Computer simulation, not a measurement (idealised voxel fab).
Proc. module: voxel double patterning
Square cell edge 5 nm, section width 255 nm, ID cut.
Cross-section layout: square cells on a grid; listed as bands, top to bottom; a band spans one or more cell rows. Look at the band entry: it leads with the top's height and the bottom's height in nm. Then it lists the materials left to right, with a width in nm for each. The word "full width" on a single material says that material fills the band edge to edge. The word "empty" is empty space. Note: height 0 marks the level under which the wafer is uniformly one material as received. Lowest band unbounded below, written "0 -> down". Quick explanation for "30 to 40": the width changes in equal steps down the rows of cells, from the first number in the band's top row to the second number in its bottom row. "nothing changed" after a step means that no cell of the cross-section changed. Look at "Closed void inventory" for the closed voids: empty spaces with no open path to the top, sized 8 cells or up. Each is width x height at distance, distance from the left edge, all nm. Anything after a step's settings on that line? It's the simulator's own note about the step. Steps that use a mask can have "overlay nm" on their line. It says how far the mask sat to the right of where it was meant to be. Negative means to the left.
# Planned process steps
1) RECEIVE: material Si
2) CONFORMAL_DEP: material SiO2, thk nm 10
3) DIRECTIONAL_DEP: material W, thk nm 15
4) DIRECTIONAL_DEP: material SiCN, thk nm 5
5) DIRECTIONAL_DEP: material aC, thk nm 15
6) PATTERN: tone open, mask id FIRST, material resist, width nm 15, pitch nm 50, thk nm 30, overlay nm 0
7) DIRECTIONAL_ETCH: etch materials aC, depth nm 15
8) STRIP: etch materials resist
9) DIRECTIONAL_ETCH: etch materials SiCN, depth nm 5
10) STRIP: etch materials aC
11) PATTERN: tone open, mask id SECOND, material resist, width nm 15, pitch nm 50, thk nm 15, overlay nm 0
12) DIRECTIONAL_ETCH: etch materials SiCN, depth nm 5
13) STRIP: etch materials resist
14) DIRECTIONAL_ETCH: etch materials W, depth nm 15
15) STRIP: etch materials SiCN
# Received-state cross-section, reflecting completion of step 1
  0 -> down | Si full width
  Closed void inventory: none
# Result of the module, cross-sectioned: start per above, plan per above, one error in how it was run
  25 -> 10 | W: 65  empty: 25  W: 5  empty: 15  W: 5  empty: 25  W: 5  empty: 15  W: 5  empty: 25  W: 65
  10 -> 0 | SiO2 full width
  0 -> down | Si full width
  Closed void inventory: none
Against the plan, the run slipped here: step 6 ran as: PATTERN: tone open, mask id FIRST, material resist, width nm 25, pitch nm 50, thk nm 30, overlay nm 0
